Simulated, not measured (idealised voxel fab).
process module | voxel transistor to metal
cross-section cut | 215 nm wide | cells 5 nm
A cross-section is a grid of square cells, given in bands from the top down. A band is one or more rows of cells.
Each band's line starts with the height of the band's top and of its bottom, in nm. Then come its materials from left to right, each with its width in nm. One material with "throughout" fills the band from edge to edge. "air" is empty space.
Height 0 is the level under which the wafer as received is all one material. The lowest band goes on downwards, as in "0 down".
A width such as "30 to 40" changes by the same amount from each row of cells to the next, from the band's top row to its bottom row.
"no change" after a step means that no cell of the cross-section changed.
closed voids: empty space of 8 cells or more with no open way to the top, each as width x height at its distance from the left edge, in nm
after a step's settings: what the simulator itself notes on the step
overlay nm, on a step with a mask: how far to the right of its planned place the mask lay; to the left if negative
plan
1 op RECEIVE | material Si
2 op OXIDIZE | depth nm 5
3 op CONFORMAL_DEP | material SiN | thk nm 10
4 op DIRECTIONAL_DEP | material aC | thk nm 10
5 op PATTERN | tone cover | mask id ACTIVE | material resist | width nm 110 | thk nm 25 | overlay nm 0
6 op DIRECTIONAL_ETCH | etch materials aC | depth nm 10
7 op STRIP | etch materials resist
8 op DIRECTIONAL_ETCH | etch materials SiN | depth nm 10
9 op DIRECTIONAL_ETCH | etch materials SiO2 | depth nm 5
10 op DIRECTIONAL_ETCH | etch materials Si | depth nm 35
11 op STRIP | etch materials aC
12 op OXIDIZE | depth nm 5
13 op FILL_DEP | material SiO2 | thk nm 10
14 op CMP | height nm 10
15 op SELECTIVE_ETCH | etch materials SiO2 | depth nm 10
16 op STRIP | etch materials SiN
17 op SELECTIVE_ETCH | etch materials SiO2 | depth nm 5
18 op OXIDIZE | depth nm 5
19 op DIRECTIONAL_DEP | material polySi | thk nm 25
20 op DIRECTIONAL_DEP | material SiCN | thk nm 10
21 op MASKED_ETCH | tone cover | mask id GATE | width nm 30 | etch materials SiCN | depth nm 20 | overlay nm 0
22 op MASKED_ETCH | tone cover | mask id GATE | width nm 30 | etch materials polySi | depth nm 35 | overlay nm 0
23 op CONFORMAL_DEP | material SiO2 | thk nm 5
24 op DIRECTIONAL_ETCH | etch materials SiO2 | depth nm 5
25 op CONFORMAL_DEP | material SiN | thk nm 5
26 op DIRECTIONAL_ETCH | etch materials SiN | depth nm 5
27 op DIRECTIONAL_ETCH | etch materials SiO2 | depth nm 5
28 op DIRECTIONAL_ETCH | etch materials Si | depth nm 15
29 op EPI | material SiGe | thk nm 20
30 op FILL_DEP | material SiO2 | thk nm 5
31 op CMP | height nm 20
32 op STRIP | etch materials polySi
33 op SELECTIVE_ETCH | etch materials SiO2 | depth nm 5
34 op CONFORMAL_DEP | material HfO2 | thk nm 5
35 op CONFORMAL_DEP | material TiN | thk nm 5
36 op FILL_DEP | material W | thk nm 10
37 op CMP | height nm 15
38 op DIRECTIONAL_DEP | material SiO2 | thk nm 10
39 op PATTERN | tone open | mask id CONTACT | material resist | width nm 15 | pitch nm 75 | thk nm 15 | overlay nm 0
40 op DIRECTIONAL_ETCH | etch materials SiO2 | depth nm 15
41 op STRIP | etch materials resist
42 op CONFORMAL_DEP | material TiN | thk nm 5
43 op FILL_DEP | material W | thk nm 10
44 op CMP | height nm 25
45 op CONFORMAL_DEP | material SiCN | thk nm 5
46 op DIRECTIONAL_DEP | material lowk | thk nm 25
47 op MASKED_ETCH | tone open | mask id METAL_1 | width nm 15 | pitch nm 75 | etch materials lowk | depth nm 25 | overlay nm 0
48 op MASKED_ETCH | tone open | mask id METAL_1 | width nm 15 | pitch nm 75 | etch materials SiCN | depth nm 5 | overlay nm 0
49 op CONFORMAL_DEP | material TiN | thk nm 5
50 op FILL_DEP | material W | thk nm 10
51 op CMP | height nm 55
52 op CONFORMAL_DEP | material SiCN | thk nm 5
as received, after step 1
  0 down: Si throughout
  closed voids: none
a wafer at the end: this start, this plan, one mistake
  60 to 55: SiCN throughout
  55 to 30: lowk 60 | TiN 5 | W 5 | TiN 5 | lowk 60 | TiN 5 | W 5 | TiN 5 | lowk 65
  30 to 25: SiCN 60 | TiN 15 | SiCN 60 | TiN 15 | SiCN 65
  25 to 15: SiO2 60 | TiN 5 | W 5 | TiN 5 | SiO2 60 | TiN 5 | W 5 | TiN 5 | SiO2 65
  15 to 10: SiO2 60 | TiN 15 | SiO2 5 | SiN 5 | TiN 5 | HfO2 5 | W 20 | HfO2 5 | TiN 5 | SiN 5 | SiO2 5 | TiN 15 | SiO2 65
  10 to 0: SiO2 60 | SiGe 20 | SiN 5 | TiN 5 | HfO2 5 | W 20 | HfO2 5 | TiN 5 | SiN 5 | SiGe 20 | SiO2 65
  0 to -5: SiO2 60 | SiGe 20 | SiN 5 | TiN 5 | HfO2 30 | TiN 5 | SiN 5 | SiGe 20 | SiO2 65
  -5 to -10: SiO2 50 | SiGe 30 | SiO2 5 | TiN 40 | SiO2 5 | SiGe 30 | SiO2 55
  -10 to -25: SiO2 55 | SiGe 25 | Si 50 | SiGe 25 | SiO2 60
  -25 to -45: SiO2 55 | Si 100 | SiO2 60
  -45 down: Si throughout
  closed voids: none
what went wrong: steps 34 and 35 were swapped
